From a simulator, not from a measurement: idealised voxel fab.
Herein follows the process module entitled voxel self aligned contacts.
Shown is cross-section cut, with a width of 200 nm and square cells of size 5 nm.
When this document writes out a cross-section, it uses a grid of square cells and lists it as bands, beginning at the top and moving down, with a band standing for one or more rows of cells.
For a band, the entry starts with two heights in nm, that of the top and then that of the bottom, and carries on with the band's materials in order from left to right, each alongside its width in nm; the word "full width" beside a single material means it fills the band edge to edge, and "empty" means empty space.
Heads up on the height convention: 0 is the point under which the incoming wafer is all one material, and the lowest band has no bottom, it just keeps going down, like "0 nm and below".
With a width like "30->40", each row of cells in the band differs from the next by the same amount, the top row carrying the first number and the bottom row the second.
What does "all unchanged" mean for a step? It means no cell of the cross-section changed in that step.
Empty spaces without an open route to the top, at least 8 cells in extent, make up the entry "Closed void catalog"; each is given as width x height at distance, where the distance is measured from the left edge, and all are in nm.
It should be noted that, on the line of a given step, the content following the step's settings is a remark produced by the simulator itself with respect to that step.
overlay nm: where the mask lay relative to plan, measured to the right, on steps with a mask; negatives go left.
-- These are the steps we planned for the process
| 1 | RECEIVE with material Si |
| 2 | OXIDIZE with depth nm 5 |
| 3 | DIRECTIONAL_DEP with material polySi, thk nm 30 |
| 4 | DIRECTIONAL_DEP with material SiN, thk nm 20 |
| 5 | DIRECTIONAL_DEP with material aC, thk nm 15 |
| 6 | PATTERN with tone cover, mask id GATE, material resist, width nm 25, pitch nm 60, thk nm 35, overlay nm 0 |
| 7 | DIRECTIONAL_ETCH with etch materials aC, depth nm 15 |
| 8 | STRIP with etch materials resist |
| 9 | DIRECTIONAL_ETCH with etch materials SiN, depth nm 20 |
| 10 | DIRECTIONAL_ETCH with etch materials polySi, depth nm 30 |
| 11 | STRIP with etch materials aC |
| 12 | CONFORMAL_DEP with material SiN, thk nm 10 |
| 13 | DIRECTIONAL_ETCH with etch materials SiN, depth nm 10 |
| 14 | FILL_DEP with material SiO2, thk nm 20 |
| 15 | CMP with height nm 60 |
| 16 | PATTERN with tone open, mask id CONTACT, material resist, width nm 45, pitch nm 60, thk nm 15, overlay nm 0 |
| 17 | DIRECTIONAL_ETCH with etch materials SiO2, depth nm 65 |
| 18 | STRIP with etch materials resist |
| 19 | CONFORMAL_DEP with material TiN, thk nm 5 |
| 20 | FILL_DEP with material Ru, thk nm 10 |
| 21 | CMP with height nm 60 |
| 22 | CONFORMAL_DEP with material SiCN, thk nm 5 |
-- Wafer at receipt (post step 1), cross-section
  0 nm and below = Si full width
  Closed void catalog: none
-- The module was run from the start shown above using the plan shown above, but one mistake was made doing it; the resulting wafer cross-section is below
  65 nm to 60 nm = SiCN full width
  60 nm to 55 nm = 45 nm SiO2 | 5 nm TiN | 35 nm Ru | 5 nm TiN | 15 nm SiO2 | 5 nm TiN | 35 nm Ru | 5 nm TiN | 50 nm SiO2
  55 nm to 50 nm = 45 nm SiO2 | 45 nm TiN | 15 nm SiO2 | 45 nm TiN | 50 nm SiO2
  50 nm to 30 nm = 35 nm SiN | 5 nm SiO2 | 55 nm SiN | 5 nm SiO2 | 55 nm SiN | 5 nm SiO2 | 40 nm SiN
  30 nm to 0 nm = 25 nm polySi | 10 nm SiN | 5 nm SiO2 | 10 nm SiN | 35 nm polySi | 10 nm SiN | 5 nm SiO2 | 10 nm SiN | 35 nm polySi | 10 nm SiN | 5 nm SiO2 | 10 nm SiN | 30 nm polySi
  0 nm to -5 nm = SiO2 full width
  -5 nm and below = Si full width
  Closed void catalog: none
What was done differently from what was planned? step 6 off recipe, ran as PATTERN with tone open, mask id GATE, material resist, width nm 25, pitch nm 60, thk nm 35, overlay nm 0
